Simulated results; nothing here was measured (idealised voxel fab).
This is a process module. Its name is voxel self aligned vias.
The width of the displayed cross-section, cut, is 300 nm; its cells are square, with a size of 5 nm.
Cross-sections here: square-cell grids, written as top-down lists of bands, a band being one or more rows of cells.
Band entry format. Leading values: height of top, height of bottom, nm. Remainder: materials in left-to-right order, each with its width in nm. Special words: "edge to edge" on a single material, which then fills the band edge to edge; "empty", empty space.
All heights in this document are referenced to 0, defined as the level beneath which the wafer, as received, consists entirely of one material. The lowest band is not bounded below; it extends indefinitely downward and is written in the form "z 0 and below".
When a width is written as two numbers, as in "30->40", the first number is the width in the top row of cells of the band and the second is the width in its bottom row, and the width changes by the same amount from each row to the next.
For the purposes of this document, the phrase "no alteration" attached to a step denotes that no cell within the cross-section was modified by that step.
"Non-vented voids" lists enclosed empty spaces (at least 8 cells, no open path upward to the top), each as width x height at distance from the left edge, in nm.
Anything after a step's settings on that line? It's the simulator's own note about the step.
Each step line may optionally specify "overlay nm", which for a step with a mask gives the rightward distance between the mask's planned place and where it lay, a negative value indicating the leftward direction.

Steps in the process plan
1 RECEIVE,material Si
2 CONFORMAL_DEP,material SiO2,thk nm 10
3 CONFORMAL_DEP,material SiCN,thk nm 5
4 DIRECTIONAL_DEP,material SiO2,thk nm 30
5 DIRECTIONAL_DEP,material aC,thk nm 15
6 PATTERN,tone open,mask id LINES,material resist,width nm 20,pitch nm 55,thk nm 30,overlay nm 0
7 DIRECTIONAL_ETCH,etch materials aC,depth nm 15
8 STRIP,etch materials resist
9 DIRECTIONAL_ETCH,etch materials SiO2,depth nm 30
10 STRIP,etch materials aC
11 CONFORMAL_DEP,material TiN,thk nm 5
12 FILL_DEP,material Ru,thk nm 10
13 CMP,height nm 45
14 SELECTIVE_ETCH,etch materials W Ru TiN,depth nm 5
15 FILL_DEP,material SiN,thk nm 5
16 CMP,height nm 45
17 DIRECTIONAL_DEP,material SiO2,thk nm 15
18 MASKED_ETCH,tone open,mask id VIAS,width nm 30,pitch nm 55,etch materials SiO2,depth nm 15,overlay nm 0
19 MASKED_ETCH,tone open,mask id VIAS,width nm 30,pitch nm 55,etch materials SiN,depth nm 5,overlay nm 0
20 CONFORMAL_DEP,material TiN,thk nm 5
21 FILL_DEP,material Cu,thk nm 5
22 CMP,height nm 60
23 CONFORMAL_DEP,material SiCN,thk nm 5

As-received state of the wafer in cross-section, equivalent to post-step 1
z 0 and below: Si edge to edge
Non-vented voids: none

Cross-section, first of two wafers, end of module, run as planned
z 65 to 60: SiCN edge to edge
z 60 to 50: SiO2=80; TiN=5; Cu=20; TiN=5; SiO2=25; TiN=5; Cu=20; TiN=5; SiO2=25; TiN=5; Cu=20; TiN=5; SiO2=80
z 50 to 45: SiO2=80; TiN=10; Cu=10; TiN=10; SiO2=25; TiN=10; Cu=10; TiN=10; SiO2=25; TiN=10; Cu=10; TiN=10; SiO2=80
z 45 to 40: SiO2=85; TiN=20; SiO2=35; TiN=20; SiO2=35; TiN=20; SiO2=85
z 40 to 20: SiO2=85; TiN=5; Ru=10; TiN=5; SiO2=35; TiN=5; Ru=10; TiN=5; SiO2=35; TiN=5; Ru=10; TiN=5; SiO2=85
z 20 to 15: SiO2=85; TiN=20; SiO2=35; TiN=20; SiO2=35; TiN=20; SiO2=85
z 15 to 10: SiCN edge to edge
z 10 to 0: SiO2 edge to edge
z 0 and below: Si edge to edge
Non-vented voids: none

Cross-section, wafer two of two, end of module: same start and plan as wafer one, one error in execution
z 65 to 60: SiCN edge to edge
z 60 to 50: SiO2=80; TiN=5; Cu=20; TiN=5; SiO2=25; TiN=5; Cu=20; TiN=5; SiO2=25; TiN=5; Cu=20; TiN=5; SiO2=80
z 50 to 45: SiO2=80; TiN=10; Cu=10; TiN=10; SiO2=25; TiN=10; Cu=10; TiN=10; SiO2=25; TiN=10; Cu=10; TiN=10; SiO2=80
z 45 to 40: SiO2=85; TiN=20; SiO2=35; TiN=20; SiO2=35; TiN=20; SiO2=85
z 40 to 30: SiO2=85; TiN=5; Ru=10; TiN=5; SiO2=35; TiN=5; Ru=10; TiN=5; SiO2=35; TiN=5; Ru=10; TiN=5; SiO2=85
z 30 to 25: SiO2=85; TiN=20; SiO2=35; TiN=20; SiO2=35; TiN=20; SiO2=85
z 25 to 10: SiCN edge to edge
z 10 to 0: SiO2 edge to edge
z 0 and below: Si edge to edge
Non-vented voids: none
What went wrong in running the wafer? step 3, actual vs plan mismatch, actual run CONFORMAL_DEP,material SiCN,thk nm 15
Counted in cells at the end, the second wafer holds more or fewer of these materials than the first: Ru: 12 fewer; SiCN: 120 more; SiO2: 96 fewer; TiN: 12 fewer
